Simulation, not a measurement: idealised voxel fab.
This section sets out a process module, namely voxel wiring stack.
FYI the section here is cut, 280 nm wide, cells are 5 nm squares.
How to read a cross-section here: the picture is a grid of square cells, written as bands going from the top down, and any band can span one or more rows of cells. Band entry format. Leading values: height of top, height of bottom, nm. Remainder: materials in left-to-right order, each with its width in nm. Special words: "all across" on a single material, which then fills the band edge to edge; "air", empty space. All heights in this document are referenced to 0, defined as the level beneath which the wafer, as received, consists entirely of one material. The lowest band is not bounded below; it extends indefinitely downward and is written in the form "0 down". The notation "30..40" denotes a width that varies across the rows of cells in the band, beginning at the first number in the top row, finishing at the second number in the bottom row, and changing by an identical amount from each row to the next. Reading "nothing was modified" for a step: not a cell of the cross-section changed in it. You'll see "Enclosed void inventory" listing empty spaces that have no way open to the top, as long as they're 8 cells or more; the notation is width x height at distance, where the distance is from the left edge, and all of it is in nm. Formally, on a step line, whatever follows the settings is a remark that the simulator itself makes on the step. For masked steps, "overlay nm" on the step line gives how far right of plan the mask actually lay; a minus sign means it lay to the left.
# So here's the lineup of process steps we planned
1,RECEIVE (material Si)
2,CONFORMAL_DEP (material SiO2; thk nm 10)
3,CONFORMAL_DEP (material SiN; thk nm 5)
4,DIRECTIONAL_DEP (material lowk; thk nm 25)
5,PATTERN (tone open; mask id METAL_1; material resist; width nm 30; pitch nm 60; thk nm 15; overlay nm 0)
6,DIRECTIONAL_ETCH (etch materials lowk; depth nm 25)
7,DIRECTIONAL_ETCH (etch materials SiN; depth nm 5)
8,STRIP (etch materials resist)
9,CONFORMAL_DEP (material TiN; thk nm 5)
10,FILL_DEP (material W; thk nm 5)
11,CMP (height nm 40)
12,CONFORMAL_DEP (material SiCN; thk nm 5)
13,DIRECTIONAL_DEP (material lowk; thk nm 20)
14,DIRECTIONAL_DEP (material aC; thk nm 15)
15,PATTERN (tone open; mask id PLUG_1; material resist; width nm 15; pitch nm 120; thk nm 30; overlay nm 0)
16,DIRECTIONAL_ETCH (etch materials aC; depth nm 15)
17,STRIP (etch materials resist)
18,DIRECTIONAL_ETCH (etch materials lowk; depth nm 20)
19,DIRECTIONAL_ETCH (etch materials SiCN; depth nm 5)
20,STRIP (etch materials aC)
21,EPI (material Ru; thk nm 10)
22,EPI (material Ru; thk nm 10)
23,EPI (material Ru; thk nm 5)
24,CONFORMAL_DEP (material SiCN; thk nm 5)
25,DIRECTIONAL_DEP (material lowk; thk nm 25)
26,MASKED_ETCH (tone open; mask id METAL_2; width nm 30; pitch nm 60; etch materials lowk; depth nm 25; overlay nm 0)
27,MASKED_ETCH (tone open; mask id METAL_2; width nm 30; pitch nm 60; etch materials SiCN; depth nm 5; overlay nm 0)
28,CONFORMAL_DEP (material TiN; thk nm 5)
29,FILL_DEP (material Cu; thk nm 10)
30,CMP (height nm 95)
31,CONFORMAL_DEP (material SiCN; thk nm 5)
32,DIRECTIONAL_DEP (material SiO2; thk nm 35)
33,DIRECTIONAL_DEP (material aC; thk nm 10)
34,PATTERN (tone open; mask id METAL_3; material resist; width nm 30; pitch nm 60; thk nm 30; overlay nm 0)
35,DIRECTIONAL_ETCH (etch materials aC; depth nm 10)
36,STRIP (etch materials resist)
37,DIRECTIONAL_ETCH (etch materials SiO2; depth nm 20)
38,STRIP (etch materials aC)
39,PATTERN (tone open; mask id METAL_3_HOLES; material resist; width nm 15; pitch nm 120; thk nm 15; overlay nm -15)
40,DIRECTIONAL_ETCH (etch materials SiO2; depth nm 15)
41,DIRECTIONAL_ETCH (etch materials SiCN; depth nm 5)
42,STRIP (etch materials resist)
43,CONFORMAL_DEP (material TiN; thk nm 5)
44,FILL_DEP (material Cu; thk nm 10)
45,CMP (height nm 135)
46,CONFORMAL_DEP (material SiN; thk nm 5)
Every wafer here starts from the same state; it is the step 39 overlay nm that distinguishes them, and the value the plan gives belongs to the first wafer.
# First wafer of several, as received: cross-section after step 1
0 down: Si all across
Enclosed void inventory: none
# At the end of the module, after its last step, step 46, the first of several wafers appears in cross-section as follows
140 to 135: SiN all across
135 to 125: SiO2 50 | TiN 5 | Cu 35 | TiN 5 | SiO2 30 | TiN 5 | Cu 20 | TiN 5 | SiO2 15 | TiN 5 | Cu 35 | TiN 5 | SiO2 65
125 to 120: SiO2 50 | TiN 20 | Cu 20 | TiN 5 | SiO2 30 | TiN 5 | Cu 20 | TiN 5 | SiO2 15 | TiN 20 | Cu 20 | TiN 5 | SiO2 65
120 to 115: SiO2 65 | TiN 30 | SiO2 30 | TiN 30 | SiO2 30 | TiN 30 | SiO2 65
115 to 100: SiO2 all across
100 to 95: SiCN all across
95 to 70: lowk 65 | TiN 5 | Cu 20 | TiN 5 | lowk 30 | TiN 5 | Cu 20 | TiN 5 | lowk 30 | TiN 5 | Cu 20 | TiN 5 | lowk 65
70 to 65: SiCN 65 | TiN 30 | SiCN 30 | TiN 30 | SiCN 30 | TiN 30 | SiCN 65
65 to 45: lowk 65 | Ru 15 | lowk 105 | Ru 15 | lowk 80
45 to 40: SiCN 65 | Ru 15 | SiCN 105 | Ru 15 | SiCN 80
40 to 15: lowk 65 | TiN 5 | W 20 | TiN 5 | lowk 30 | TiN 5 | W 20 | TiN 5 | lowk 30 | TiN 5 | W 20 | TiN 5 | lowk 65
15 to 10: SiN 65 | TiN 30 | SiN 30 | TiN 30 | SiN 30 | TiN 30 | SiN 65
10 to 0: SiO2 all across
0 down: Si all across
Enclosed void inventory: none
# Cross-section of the final wafer among several, taken at the end of the module
140 to 135: SiN all across
135 to 120: SiO2 65 | TiN 5 | Cu 20 | TiN 5 | SiO2 30 | TiN 5 | Cu 20 | TiN 5 | SiO2 30 | TiN 5 | Cu 20 | TiN 5 | SiO2 65
120 to 115: SiO2 65 | TiN 20 | Cu 5 | TiN 5 | SiO2 30 | TiN 30 | SiO2 30 | TiN 20 | Cu 5 | TiN 5 | SiO2 65
115 to 100: SiO2 80 | TiN 5 | Cu 5 | TiN 5 | SiO2 105 | TiN 5 | Cu 5 | TiN 5 | SiO2 65
100 to 95: SiCN 80 | TiN 15 | SiCN 105 | TiN 15 | SiCN 65
95 to 70: lowk 65 | TiN 5 | Cu 20 | TiN 5 | lowk 30 | TiN 5 | Cu 20 | TiN 5 | lowk 30 | TiN 5 | Cu 20 | TiN 5 | lowk 65
70 to 65: SiCN 65 | TiN 30 | SiCN 30 | TiN 30 | SiCN 30 | TiN 30 | SiCN 65
65 to 45: lowk 65 | Ru 15 | lowk 105 | Ru 15 | lowk 80
45 to 40: SiCN 65 | Ru 15 | SiCN 105 | Ru 15 | SiCN 80
40 to 15: lowk 65 | TiN 5 | W 20 | TiN 5 | lowk 30 | TiN 5 | W 20 | TiN 5 | lowk 30 | TiN 5 | W 20 | TiN 5 | lowk 65
15 to 10: SiN 65 | TiN 30 | SiN 30 | TiN 30 | SiN 30 | TiN 30 | SiN 65
10 to 0: SiO2 all across
0 down: Si all across
Enclosed void inventory: none
# Row per wafer, end-of-module: cell gain (+)/loss (-) by material since the wafer came in, then closed voids
overlay nm -15 | +108 Cu | +30 Ru | +144 SiCN | +94 SiN | +414 SiO2 | +138 TiN | +60 W | +580 lowk | Enclosed void inventory: none
overlay nm -10 | +104 Cu | +30 Ru | +142 SiCN | +94 SiN | +414 SiO2 | +144 TiN | +60 W | +580 lowk | Enclosed void inventory: none
overlay nm -5 | +100 Cu | +30 Ru | +140 SiCN | +94 SiN | +414 SiO2 | +150 TiN | +60 W | +580 lowk | Enclosed void inventory: none
overlay nm 0 | +104 Cu | +30 Ru | +138 SiCN | +94 SiN | +414 SiO2 | +148 TiN | +60 W | +580 lowk | Enclosed void inventory: none
overlay nm 5 | +104 Cu | +30 Ru | +138 SiCN | +94 SiN | +414 SiO2 | +148 TiN | +60 W | +580 lowk | Enclosed void inventory: none
overlay nm 10 | +104 Cu | +30 Ru | +138 SiCN | +94 SiN | +414 SiO2 | +148 TiN | +60 W | +580 lowk | Enclosed void inventory: none
overlay nm 15 | +104 Cu | +30 Ru | +138 SiCN | +94 SiN | +414 SiO2 | +148 TiN | +60 W | +580 lowk | Enclosed void inventory: none
